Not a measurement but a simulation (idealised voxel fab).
Documented hereafter: the process module known as voxel local oxidation.
Each square cell in cross-section cut measures 5 nm, and the section as a whole is 210 nm wide.
Heads up, the way a cross-section reads in here is a grid of square cells, handed over as bands from the top down, with every band being one or more rows of cells. Read a band's entry like this: the first values are the height of its top and the height of its bottom in nm, and what follows is the sequence of materials from left to right, each with its width in nm. Note that "empty" is empty space, and that a single material marked "full width" reaches across the band from edge to edge. The reference from which all heights are counted is 0, the level beneath which the as-received wafer is entirely one material; the lowest band, having no lower bound, proceeds downward and is written after the example "0..down". You'd read "30 to 40" like this: the band's top row of cells is as wide as the first number, its bottom row is as wide as the second, and going down, every row changes width by the same amount as the row before did. What does "identical to before" mean for a step? It means no cell of the cross-section changed in that step. Under "Closed empty spaces" you'll find the enclosed gaps, the ones with no way out to the top, that are 8 cells or bigger; each reads width x height at distance, with distance counted from the left edge, everything in nm. Past the settings on a step's line: simulator remark, on that step. "overlay nm" denotes, for a step that has a mask, the displacement of the mask to the right of its planned place, with negative values corresponding to the left.
## Set out below are the planned steps of the process
| 1 | RECEIVE: material Si |
| 2 | OXIDIZE: depth nm 5 |
| 3 | CONFORMAL_DEP: material SiN, thk nm 10 |
| 4 | DIRECTIONAL_DEP: material aC, thk nm 15 |
| 5 | PATTERN: tone cover, mask id ACTIVE, material resist, width nm 90, thk nm 30, overlay nm 0 |
| 6 | DIRECTIONAL_ETCH: etch materials aC, depth nm 15 |
| 7 | STRIP: etch materials resist |
| 8 | DIRECTIONAL_ETCH: etch materials SiN, depth nm 10 |
| 9 | STRIP: etch materials aC |
| 10 | SELECTIVE_ETCH: etch materials SiO2, depth nm 5 |
| 11 | OXIDIZE: depth nm 15 |
| 12 | STRIP: etch materials SiN |
## Cross-section of the wafer as it came to us, i.e., already through step 1
- 0..down | Si full width
- Closed empty spaces: none
## a wafer at the end: this start, this plan, one mistake
- 0..-5 | empty 60 / SiO2 90 / empty 60
- -5..-20 | SiO2 75 / Si 60 / SiO2 75
- -20..down | Si full width
- Closed empty spaces: none
Deviation noted in wafer processing: in deviation from the planned setting, step 5 was conducted as PATTERN: tone cover, mask id ACTIVE, material resist, width nm 100, thk nm 30, overlay nm 0
